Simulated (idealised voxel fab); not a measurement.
Name of the process module below: voxel wiring stack
Section cut is 225 nm wide and gridded with 5 nm square cells.
This document writes a cross-section as a grid whose cells are square, and gives it as bands, listed from the top down; one or more rows of cells form a band.
The entry gives the band's vertical extent as a top height and a bottom height in nm, then its horizontal make-up as materials from left to right, each with a width in nm. "empty" stands for empty space; a single material marked "everywhere" fills the band edge to edge.
A quick word on heights: they are counted from 0, and under that level the wafer as it came to us is one material throughout. The lowest band is different from the rest in having no bottom; it simply continues downward, written as in "0 down".
Width "30 to 40": first value at the band's top row of cells, second value at its bottom row, equal change from row to row.
For the purposes of this document, the phrase "nothing was modified" attached to a step denotes that no cell within the cross-section was modified by that step.
"Enclosed void listing" enumerates empty spaces isolated from the top, with no open way to it, that contain at least 8 cells, giving each as width x height at distance from the left edge, all three in nm.
Note: text after step settings on the step line = simulator remark on that step.
"overlay nm", when on a step's line for a step with a mask, measures how far to the right of its planned place the mask lay; a negative measure means to the left.

Listed below are the process steps as planned
step 1: RECEIVE | material Si
step 2: CONFORMAL_DEP | material SiO2 | thk nm 10
step 3: CONFORMAL_DEP | material SiN | thk nm 5
step 4: DIRECTIONAL_DEP | material lowk | thk nm 15
step 5: MASKED_ETCH | tone open | mask id METAL_1 | width nm 20 | pitch nm 35 | etch materials lowk | depth nm 15 | overlay nm 0
step 6: MASKED_ETCH | tone open | mask id METAL_1 | width nm 20 | pitch nm 35 | etch materials SiN | depth nm 5 | overlay nm 0
step 7: CONFORMAL_DEP | material TiN | thk nm 5
step 8: FILL_DEP | material Ru | thk nm 5
step 9: CMP | height nm 30
step 10: CONFORMAL_DEP | material SiCN | thk nm 5
step 11: DIRECTIONAL_DEP | material SiO2 | thk nm 20
step 12: MASKED_ETCH | tone open | mask id PLUG_1 | width nm 15 | pitch nm 35 | etch materials SiO2 | depth nm 20 | overlay nm 0
step 13: MASKED_ETCH | tone open | mask id PLUG_1 | width nm 15 | pitch nm 35 | etch materials SiCN | depth nm 5 | overlay nm 0
step 14: CONFORMAL_DEP | material TiN | thk nm 5
step 15: FILL_DEP | material Ru | thk nm 10
step 16: CMP | height nm 55
step 17: CONFORMAL_DEP | material SiCN | thk nm 5
step 18: DIRECTIONAL_DEP | material lowk | thk nm 20
step 19: PATTERN | tone open | mask id METAL_2 | material resist | width nm 20 | pitch nm 35 | thk nm 20 | overlay nm 0
step 20: DIRECTIONAL_ETCH | etch materials lowk | depth nm 20
step 21: DIRECTIONAL_ETCH | etch materials SiCN | depth nm 5
step 22: STRIP | etch materials resist
step 23: CONFORMAL_DEP | material TiN | thk nm 5
step 24: FILL_DEP | material W | thk nm 5
step 25: CMP | height nm 80
step 26: CONFORMAL_DEP | material SiCN | thk nm 5
step 27: DIRECTIONAL_DEP | material SiO2 | thk nm 15
step 28: PATTERN | tone open | mask id PLUG_2 | material resist | width nm 15 | pitch nm 35 | thk nm 20 | overlay nm 0
step 29: DIRECTIONAL_ETCH | etch materials SiO2 | depth nm 15
step 30: DIRECTIONAL_ETCH | etch materials SiCN | depth nm 5
step 31: STRIP | etch materials resist
step 32: EPI | material Ru | thk nm 10
step 33: EPI | material Ru | thk nm 10
step 34: DIRECTIONAL_DEP | material TiN | thk nm 5
step 35: DIRECTIONAL_DEP | material Ru | thk nm 25
step 36: MASKED_ETCH | tone cover | mask id METAL_3 | width nm 20 | pitch nm 35 | etch materials Ru | depth nm 25 | overlay nm 0
step 37: MASKED_ETCH | tone cover | mask id METAL_3 | width nm 20 | pitch nm 35 | etch materials TiN | depth nm 5 | overlay nm 0
step 38: CONFORMAL_DEP | material SiCN | thk nm 5
step 39: FILL_DEP | material lowk | thk nm 5
step 40: CMP | height nm 130
step 41: CONFORMAL_DEP | material SiCN | thk nm 5

Incoming wafer, cross-sectional view, post step 1
- 0 down | Si everywhere
- Enclosed void listing: none

Module complete, cross-section. Starting point and plan per above. One mistake made in running the module
- 135 to 130 | SiCN everywhere
- 130 to 125 | SiCN 65 nm; TiN 20 nm; SiCN 15 nm; TiN 20 nm; SiCN 15 nm; TiN 20 nm; SiCN 70 nm
- 125 to 100 | Ru everywhere
- 100 to 85 | SiO2 65 nm; Ru 15 nm; SiO2 20 nm; Ru 15 nm; SiO2 20 nm; Ru 15 nm; SiO2 75 nm
- 85 to 80 | SiCN 65 nm; Ru 15 nm; SiCN 20 nm; Ru 15 nm; SiCN 20 nm; Ru 15 nm; SiCN 75 nm
- 80 to 60 | lowk 65 nm; TiN 5 nm; W 10 nm; TiN 5 nm; lowk 15 nm; TiN 5 nm; W 10 nm; TiN 5 nm; lowk 15 nm; TiN 5 nm; W 10 nm; TiN 5 nm; lowk 70 nm
- 60 to 55 | SiCN 65 nm; TiN 20 nm; SiCN 15 nm; TiN 20 nm; SiCN 15 nm; TiN 20 nm; SiCN 70 nm
- 55 to 35 | SiO2 65 nm; TiN 5 nm; Ru 5 nm; TiN 5 nm; SiO2 20 nm; TiN 5 nm; Ru 5 nm; TiN 5 nm; SiO2 20 nm; TiN 5 nm; Ru 5 nm; TiN 5 nm; SiO2 75 nm
- 35 to 30 | SiCN 65 nm; TiN 15 nm; SiCN 20 nm; TiN 15 nm; SiCN 20 nm; TiN 15 nm; SiCN 75 nm
- 30 to 15 | lowk 65 nm; TiN 5 nm; Ru 10 nm; TiN 5 nm; lowk 15 nm; TiN 5 nm; Ru 10 nm; TiN 5 nm; lowk 15 nm; TiN 5 nm; Ru 10 nm; TiN 5 nm; lowk 70 nm
- 15 to 10 | SiN 65 nm; TiN 20 nm; SiN 15 nm; TiN 20 nm; SiN 15 nm; TiN 20 nm; SiN 70 nm
- 10 to 0 | SiO2 everywhere
- 0 down | Si everywhere
- Enclosed void listing: none
Here's what went sideways: a sequencing error occurred in which plan steps 34 and 35 were transposed
